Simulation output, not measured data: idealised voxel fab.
Process module heading - voxel local oxidation
The width of the displayed cross-section, cut, is 300 nm; its cells are square, with a size of 5 nm.
This document writes a cross-section as a grid whose cells are square, and gives it as bands, listed from the top down; one or more rows of cells form a band. Top height, bottom height, nm. Materials left to right, width each, nm. Single material + "all across" = fills band edge to edge. "air" = empty. Where do heights start? At 0: under that level the wafer as delivered is made of one material only. And the lowest band has no floor; it just carries on downward, as in "0..down". It should be noted that a width expressed as "30 to 40" varies in equal increments from row to row of cells within the band, taking the value of the first number at the top row and that of the second number at the bottom row. "remained the same" for a step: no cell of the cross-section changed in that step. You'll see "Enclosed void listing" listing empty spaces that have no way open to the top, as long as they're 8 cells or more; the notation is width x height at distance, where the distance is from the left edge, and all of it is in nm. It should be noted that, on the line of a given step, the content following the step's settings is a remark produced by the simulator itself with respect to that step. Steps that use a mask can have "overlay nm" on their line. It says how far the mask sat to the right of where it was meant to be. Negative means to the left.

STEPS PLANNED FOR THE PROCESS
- 1: RECEIVE with material Si
- 2: OXIDIZE with depth nm 5
- 3: CONFORMAL_DEP with material SiN, thk nm 10
- 4: MASKED_ETCH with tone cover, mask id ACTIVE, width nm 130, etch materials SiN, depth nm 10, overlay nm 0
- 5: SELECTIVE_ETCH with etch materials SiO2, depth nm 5
- 6: OXIDIZE with depth nm 10
- 7: STRIP with etch materials SiN

RECEIVED-STATE CROSS-SECTION, REFLECTING COMPLETION OF STEP 1
	0..down: Si all across
	Enclosed void listing: none

CROSS-SECTIONAL RESULT AFTER MODULE COMPLETION. NOTE: STARTING CONDITION AND PLAN ARE UNCHANGED FROM ABOVE; ONE PROCESSING MISTAKE WAS MADE
	0..-5: air: 100  SiO2: 100  air: 100
	-5..-15: SiO2: 110  Si: 80  SiO2: 110
	-15..down: Si all across
	Enclosed void listing: none
The mistake made against the process plan was this: off-plan run, step 5, actual operation and settings SELECTIVE_ETCH with etch materials SiO2, depth nm 15
